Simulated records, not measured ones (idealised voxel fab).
Presented below is a process module, voxel ribs on slabs.
Section shown: cut. Width: 195 nm. Cell size: 5 nm, square.
Each cross-section below is a grid of square cells, stated as bands in top-down order, with one or more rows of cells making up each band.
Heights first: top, then bottom, in nm. Then materials, left to right, each with a width in nm. "throughout" on a single material: fills the band edge to edge. "air": empty space.
A quick word on heights: they are counted from 0, and under that level the wafer as it came to us is one material throughout. The lowest band is different from the rest in having no bottom; it simply continues downward, written as in "0..down".
The expression "30..40" gives the width at the extremes of the band, the first number at its top row of cells and the second at its bottom row, with the width changing by equal amounts from each row to the next in between.
The cross-section has no changed cell in any step marked "remained the same".
Unvented internal voids: empty space of 8 cells or more with no open way to the top, each as width x height at its distance from the left edge, in nm
Note: text after step settings on the step line = simulator remark on that step.
Steps that use a mask can have "overlay nm" on their line. It says how far the mask sat to the right of where it was meant to be. Negative means to the left.

**Planned process steps**
1: op RECEIVE | material Si
2: op DIRECTIONAL_DEP | material SiO2 | thk nm 30
3: op DIRECTIONAL_DEP | material SiN | thk nm 25
4: op PATTERN | tone cover | mask id RIB | material resist | width nm 30 | thk nm 15 | overlay nm 0
5: op DIRECTIONAL_ETCH | etch materials SiN | depth nm 15
6: op STRIP | etch materials resist
7: op DIRECTIONAL_DEP | material aC | thk nm 10
8: op PATTERN | tone cover | mask id SLAB | material resist | width nm 70 | thk nm 25 | overlay nm 0
9: op DIRECTIONAL_ETCH | etch materials aC | depth nm 10
10: op STRIP | etch materials resist
11: op DIRECTIONAL_ETCH | etch materials SiN | depth nm 10
12: op STRIP | etch materials aC
13: op FILL_DEP | material SiO2 | thk nm 25
14: op CMP | height nm 70
15: op DIRECTIONAL_DEP | material W | thk nm 10
16: op DIRECTIONAL_DEP | material aC | thk nm 15
17: op PATTERN | tone cover | mask id HEATER | material resist | width nm 40 | thk nm 35 | overlay nm 0
18: op DIRECTIONAL_ETCH | etch materials aC | depth nm 15
19: op STRIP | etch materials resist
20: op DIRECTIONAL_ETCH | etch materials W | depth nm 10
21: op STRIP | etch materials aC
22: op CONFORMAL_DEP | material SiO2 | thk nm 10

**As-received wafer cross-section (after step 1)**
  0..down: Si throughout
  Unvented internal voids: none

**First of two wafers, end-of-module section, run followed plan**
  90..80: 65 of air, 60 of SiO2, 70 of air
  80..70: 75 of SiO2, 40 of W, 80 of SiO2
  70..55: SiO2 throughout
  55..40: 80 of SiO2, 30 of SiN, 85 of SiO2
  40..30: 60 of SiO2, 70 of SiN, 65 of SiO2
  30..0: SiO2 throughout
  0..down: Si throughout
  Unvented internal voids: none

**This cross-section belongs to the second wafer of two at the end of the module; the start and the plan were shared with the first, and the run included one mistake**
  90..80: 65 of air, 60 of SiO2, 70 of air
  80..70: 75 of SiO2, 40 of W, 80 of SiO2
  70..25: SiO2 throughout
  25..0: SiN throughout
  0..down: Si throughout
  Unvented internal voids: none
The mistake made against the process plan was this: contrary to the plan, steps 2 and 3 were processed in exchanged order
The second wafer ends with more or fewer cells of some materials than the first, per final count: +149 SiN, -149 SiO2
